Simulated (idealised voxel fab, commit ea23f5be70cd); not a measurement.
This section sets out a process module, namely voxel gate over fins.
Pictured: cross-section cut, 195 nm wide, on a grid of 5 nm square cells.
Cross-section = grid of square cells, listed top down in bands; band = one or more rows. Within each band entry, the heights of the top and of the bottom of the band appear first, in that order and in nm; the materials of the band then follow from left to right, each with its corresponding width in nm. The designation "throughout" on a single material indicates that it fills the band from edge to edge; the designation "empty" indicates empty space. A quick word on heights: they are counted from 0, and under that level the wafer as it came to us is one material throughout. The lowest band is different from the rest in having no bottom; it simply continues downward, written as in "z 0 and below". Graded width ("30->40"): value in top row of band = first number; value in bottom row = second number; row-to-row change constant. Given "left unchanged" for a step, no cell of the cross-section differs between before and after that step. Heads up: "Sealed void list" only lists the empty pockets with no open path to the top that are 8 cells or more, and it writes them as width x height at distance, distance from the left edge, in nm. What comes after the settings on a step's line is commentary from the simulator itself on that step. When a step includes a mask, the "overlay nm" setting on its line states how far to the right of its planned place that mask lay, and negative values state how far to the left.
-- Planned step list for the process
| 1 | RECEIVE (material Si) |
| 2 | CONFORMAL_DEP (material SiN; thk nm 5) |
| 3 | DIRECTIONAL_DEP (material aC; thk nm 15) |
| 4 | PATTERN (tone cover; mask id FINS; material resist; width nm 15; pitch nm 60; thk nm 30; overlay nm 0) |
| 5 | DIRECTIONAL_ETCH (etch materials aC; depth nm 15) |
| 6 | STRIP (etch materials resist) |
| 7 | DIRECTIONAL_ETCH (etch materials SiN; depth nm 5) |
| 8 | DIRECTIONAL_ETCH (etch materials Si; depth nm 30) |
| 9 | STRIP (etch materials aC) |
| 10 | FILL_DEP (material SiO2; thk nm 10) |
| 11 | CMP (height nm 5) |
| 12 | MASKED_ETCH (tone open; mask id RAIL; width nm 15; etch materials SiO2; depth nm 30; overlay nm 0) |
| 13 | CONFORMAL_DEP (material TiN; thk nm 5) |
| 14 | FILL_DEP (material W; thk nm 5) |
| 15 | CMP (height nm 5) |
| 16 | SELECTIVE_ETCH (etch materials W Ru TiN; depth nm 20) |
| 17 | FILL_DEP (material SiO2; thk nm 5) |
| 18 | CMP (height nm 5) |
| 19 | SELECTIVE_ETCH (etch materials SiO2; depth nm 15) |
| 20 | STRIP (etch materials SiN) |
| 21 | CONFORMAL_DEP (material HfO2; thk nm 5) |
| 22 | CONFORMAL_DEP (material TiN; thk nm 5) |
| 23 | CONFORMAL_DEP (material TiAl; thk nm 5) |
| 24 | CONFORMAL_DEP (material TiN; thk nm 5) |
| 25 | FILL_DEP (material W; thk nm 15) |
| 26 | CMP (height nm 30) |
| 27 | CONFORMAL_DEP (material SiCN; thk nm 10) |
-- First out of two wafers; run went to plan
-- Cross-section, incoming material, after step 1
z 0 and below  Si throughout
Sealed void list: none
-- Once step 2 is through, the wafer looks like this in cross-section
z 5 to 0  SiN throughout
Heights below 0 show no change.
-- Once step 3 is through, the wafer looks like this in cross-section
z 20 to 5  aC throughout
Heights below 5 show no change.
-- Once step 4 is through, the wafer looks like this in cross-section
z 50 to 20  empty: 30 / resist: 15 / empty: 45 / resist: 15 / empty: 45 / resist: 15 / empty: 30
Heights below 20 show no change.
-- Once step 5 is through, the wafer looks like this in cross-section
z 35 to 20  empty: 30 / resist: 15 / empty: 45 / resist: 15 / empty: 45 / resist: 15 / empty: 30
z 20 to 5  empty: 30 / aC: 15 / empty: 45 / aC: 15 / empty: 45 / aC: 15 / empty: 30
Heights below 5 show no change.
-- Once step 6 is through, the wafer looks like this in cross-section
z 20 to 5  empty: 30 / aC: 15 / empty: 45 / aC: 15 / empty: 45 / aC: 15 / empty: 30
Heights below 5 show no change.
-- Once step 7 is through, the wafer looks like this in cross-section
z 20 to 5  empty: 30 / aC: 15 / empty: 45 / aC: 15 / empty: 45 / aC: 15 / empty: 30
z 5 to 0  empty: 30 / SiN: 15 / empty: 45 / SiN: 15 / empty: 45 / SiN: 15 / empty: 30
Heights below 0 show no change.
-- Once step 8 is through, the wafer looks like this in cross-section
z 20 to 5  empty: 30 / aC: 15 / empty: 45 / aC: 15 / empty: 45 / aC: 15 / empty: 30
z 5 to 0  empty: 30 / SiN: 15 / empty: 45 / SiN: 15 / empty: 45 / SiN: 15 / empty: 30
z 0 to -30  empty: 30 / Si: 15 / empty: 45 / Si: 15 / empty: 45 / Si: 15 / empty: 30
Heights below -30 show no change.
-- Once step 9 is through, the wafer looks like this in cross-section
z 5 to 0  empty: 30 / SiN: 15 / empty: 45 / SiN: 15 / empty: 45 / SiN: 15 / empty: 30
Heights below 0 show no change.
-- Once step 10 is through, the wafer looks like this in cross-section
z 15 to 5  SiO2 throughout
z 5 to 0  SiO2: 30 / SiN: 15 / SiO2: 45 / SiN: 15 / SiO2: 45 / SiN: 15 / SiO2: 30
z 0 to -30  SiO2: 30 / Si: 15 / SiO2: 45 / Si: 15 / SiO2: 45 / Si: 15 / SiO2: 30
Heights below -30 show no change.
-- Once step 11 is through, the wafer looks like this in cross-section
z 5 to 0  SiO2: 30 / SiN: 15 / SiO2: 45 / SiN: 15 / SiO2: 45 / SiN: 15 / SiO2: 30
Heights below 0 show no change.
-- Once step 12 is through, the wafer looks like this in cross-section
z 5 to 0  SiO2: 30 / SiN: 15 / SiO2: 15 / empty: 15 / SiO2: 15 / SiN: 15 / SiO2: 45 / SiN: 15 / SiO2: 30
z 0 to -25  SiO2: 30 / Si: 15 / SiO2: 15 / empty: 15 / SiO2: 15 / Si: 15 / SiO2: 45 / Si: 15 / SiO2: 30
Heights below -25 show no change.
-- Once step 13 is through, the wafer looks like this in cross-section
z 10 to 5  TiN: 65 / empty: 5 / TiN: 125
z 5 to 0  SiO2: 30 / SiN: 15 / SiO2: 15 / TiN: 5 / empty: 5 / TiN: 5 / SiO2: 15 / SiN: 15 / SiO2: 45 / SiN: 15 / SiO2: 30
z 0 to -20  SiO2: 30 / Si: 15 / SiO2: 15 / TiN: 5 / empty: 5 / TiN: 5 / SiO2: 15 / Si: 15 / SiO2: 45 / Si: 15 / SiO2: 30
z -20 to -25  SiO2: 30 / Si: 15 / SiO2: 15 / TiN: 15 / SiO2: 15 / Si: 15 / SiO2: 45 / Si: 15 / SiO2: 30
Heights below -25 show no change.
-- Once step 14 is through, the wafer looks like this in cross-section
z 15 to 10  W throughout
z 10 to 5  TiN: 65 / W: 5 / TiN: 125
z 5 to 0  SiO2: 30 / SiN: 15 / SiO2: 15 / TiN: 5 / W: 5 / TiN: 5 / SiO2: 15 / SiN: 15 / SiO2: 45 / SiN: 15 / SiO2: 30
z 0 to -20  SiO2: 30 / Si: 15 / SiO2: 15 / TiN: 5 / W: 5 / TiN: 5 / SiO2: 15 / Si: 15 / SiO2: 45 / Si: 15 / SiO2: 30
Heights below -20 show no change.
-- Once step 15 is through, the wafer looks like this in cross-section
z 5 to 0  SiO2: 30 / SiN: 15 / SiO2: 15 / TiN: 5 / W: 5 / TiN: 5 / SiO2: 15 / SiN: 15 / SiO2: 45 / SiN: 15 / SiO2: 30
Heights below 0 show no change.
-- Once step 16 is through, the wafer looks like this in cross-section
z 5 to 0  SiO2: 30 / SiN: 15 / SiO2: 15 / empty: 15 / SiO2: 15 / SiN: 15 / SiO2: 45 / SiN: 15 / SiO2: 30
z 0 to -15  SiO2: 30 / Si: 15 / SiO2: 15 / empty: 15 / SiO2: 15 / Si: 15 / SiO2: 45 / Si: 15 / SiO2: 30
Heights below -15 show no change.
-- Once step 17 is through, the wafer looks like this in cross-section
z 10 to 5  SiO2 throughout
z 5 to 0  SiO2: 30 / SiN: 15 / SiO2: 45 / SiN: 15 / SiO2: 45 / SiN: 15 / SiO2: 30
z 0 to -15  SiO2: 30 / Si: 15 / SiO2: 45 / Si: 15 / SiO2: 45 / Si: 15 / SiO2: 30
Heights below -15 show no change.
-- Once step 18 is through, the wafer looks like this in cross-section
z 5 to 0  SiO2: 30 / SiN: 15 / SiO2: 45 / SiN: 15 / SiO2: 45 / SiN: 15 / SiO2: 30
Heights below 0 show no change.
-- Once step 19 is through, the wafer looks like this in cross-section
z 5 to 0  empty: 30 / SiN: 15 / empty: 45 / SiN: 15 / empty: 45 / SiN: 15 / empty: 30
z 0 to -10  empty: 30 / Si: 15 / empty: 45 / Si: 15 / empty: 45 / Si: 15 / empty: 30
Heights below -10 show no change.
-- Once step 20 is through, the wafer looks like this in cross-section
z 0 to -10  empty: 30 / Si: 15 / empty: 45 / Si: 15 / empty: 45 / Si: 15 / empty: 30
Heights below -10 show no change.
-- Once step 21 is through, the wafer looks like this in cross-section
z 5 to 0  empty: 25 / HfO2: 25 / empty: 35 / HfO2: 25 / empty: 35 / HfO2: 25 / empty: 25
z 0 to -5  empty: 25 / HfO2: 5 / Si: 15 / HfO2: 5 / empty: 35 / HfO2: 5 / Si: 15 / HfO2: 5 / empty: 35 / HfO2: 5 / Si: 15 / HfO2: 5 / empty: 25
z -5 to -10  HfO2: 30 / Si: 15 / HfO2: 45 / Si: 15 / HfO2: 45 / Si: 15 / HfO2: 30
Heights below -10 show no change.
-- Once step 22 is through, the wafer looks like this in cross-section
z 10 to 5  empty: 20 / TiN: 35 / empty: 25 / TiN: 35 / empty: 25 / TiN: 35 / empty: 20
z 5 to 0  empty: 20 / TiN: 5 / HfO2: 25 / TiN: 5 / empty: 25 / TiN: 5 / HfO2: 25 / TiN: 5 / empty: 25 / TiN: 5 / HfO2: 25 / TiN: 5 / empty: 20
z 0 to -5  TiN: 25 / HfO2: 5 / Si: 15 / HfO2: 5 / TiN: 35 / HfO2: 5 / Si: 15 / HfO2: 5 / TiN: 35 / HfO2: 5 / Si: 15 / HfO2: 5 / TiN: 25
Heights below -5 show no change.
-- Once step 23 is through, the wafer looks like this in cross-section
z 15 to 10  empty: 15 / TiAl: 45 / empty: 15 / TiAl: 45 / empty: 15 / TiAl: 45 / empty: 15
z 10 to 5  empty: 15 / TiAl: 5 / TiN: 35 / TiAl: 5 / empty: 15 / TiAl: 5 / TiN: 35 / TiAl: 5 / empty: 15 / TiAl: 5 / TiN: 35 / TiAl: 5 / empty: 15
z 5 to 0  TiAl: 20 / TiN: 5 / HfO2: 25 / TiN: 5 / TiAl: 25 / TiN: 5 / HfO2: 25 / TiN: 5 / TiAl: 25 / TiN: 5 / HfO2: 25 / TiN: 5 / TiAl: 20
Heights below 0 show no change.
-- Once step 24 is through, the wafer looks like this in cross-section
z 20 to 15  empty: 10 / TiN: 55 / empty: 5 / TiN: 55 / empty: 5 / TiN: 55 / empty: 10
z 15 to 10  empty: 10 / TiN: 5 / TiAl: 45 / TiN: 5 / empty: 5 / TiN: 5 / TiAl: 45 / TiN: 5 / empty: 5 / TiN: 5 / TiAl: 45 / TiN: 5 / empty: 10
z 10 to 5  TiN: 15 / TiAl: 5 / TiN: 35 / TiAl: 5 / TiN: 15 / TiAl: 5 / TiN: 35 / TiAl: 5 / TiN: 15 / TiAl: 5 / TiN: 35 / TiAl: 5 / TiN: 15
Heights below 5 show no change.
-- Once step 25 is through, the wafer looks like this in cross-section
z 35 to 20  W throughout
z 20 to 15  W: 10 / TiN: 55 / W: 5 / TiN: 55 / W: 5 / TiN: 55 / W: 10
z 15 to 10  W: 10 / TiN: 5 / TiAl: 45 / TiN: 5 / W: 5 / TiN: 5 / TiAl: 45 / TiN: 5 / W: 5 / TiN: 5 / TiAl: 45 / TiN: 5 / W: 10
Heights below 10 show no change.
-- Once step 26 is through, the wafer looks like this in cross-section
z 30 to 20  W throughout
Heights below 20 show no change.
-- Once step 27 is through, the wafer looks like this in cross-section
z 40 to 30  SiCN throughout
Heights below 30 show no change.
-- The second wafer was prepared from the same starting point and under the same plan as the first; its processing contained one mistake, and it remains indistinguishable from the first wafer up to and including step 21
-- The second wafer in cross-section, at the planned close of step 22
z 10 to 5  empty: 20 / TiAl: 35 / empty: 25 / TiAl: 35 / empty: 25 / TiAl: 35 / empty: 20
z 5 to 0  empty: 20 / TiAl: 5 / HfO2: 25 / TiAl: 5 / empty: 25 / TiAl: 5 / HfO2: 25 / TiAl: 5 / empty: 25 / TiAl: 5 / HfO2: 25 / TiAl: 5 / empty: 20
z 0 to -5  TiAl: 25 / HfO2: 5 / Si: 15 / HfO2: 5 / TiAl: 35 / HfO2: 5 / Si: 15 / HfO2: 5 / TiAl: 35 / HfO2: 5 / Si: 15 / HfO2: 5 / TiAl: 25
Heights below -5 show no change.
-- The second wafer in cross-section, at the planned close of step 23
z 15 to 5  empty: 15 / TiAl: 45 / empty: 15 / TiAl: 45 / empty: 15 / TiAl: 45 / empty: 15
z 5 to 0  TiAl: 25 / HfO2: 25 / TiAl: 35 / HfO2: 25 / TiAl: 35 / HfO2: 25 / TiAl: 25
Heights below 0 show no change.
-- The second wafer in cross-section, at the planned close of step 24
z 20 to 15  empty: 10 / TiN: 55 / empty: 5 / TiN: 55 / empty: 5 / TiN: 55 / empty: 10
z 15 to 10  empty: 10 / TiN: 5 / TiAl: 45 / TiN: 5 / empty: 5 / TiN: 5 / TiAl: 45 / TiN: 5 / empty: 5 / TiN: 5 / TiAl: 45 / TiN: 5 / empty: 10
z 10 to 5  TiN: 15 / TiAl: 45 / TiN: 15 / TiAl: 45 / TiN: 15 / TiAl: 45 / TiN: 15
Heights below 5 show no change.
-- The second wafer in cross-section, at the planned close of step 25
z 35 to 20  W throughout
z 20 to 15  W: 10 / TiN: 55 / W: 5 / TiN: 55 / W: 5 / TiN: 55 / W: 10
z 15 to 10  W: 10 / TiN: 5 / TiAl: 45 / TiN: 5 / W: 5 / TiN: 5 / TiAl: 45 / TiN: 5 / W: 5 / TiN: 5 / TiAl: 45 / TiN: 5 / W: 10
Heights below 10 show no change.
-- The second wafer in cross-section, at the planned close of step 26
z 30 to 20  W throughout
Heights below 20 show no change.
-- The second wafer in cross-section, at the planned close of step 27
z 40 to 30  SiCN throughout
Heights below 30 show no change.
Heads up, the wafer didn't run the way we planned it: step 22 off recipe, ran as CONFORMAL_DEP (material TiAl; thk nm 5)
The final cell counts differ between the wafers, with the second having more or fewer of some materials than the first: +51 TiAl | -51 TiN
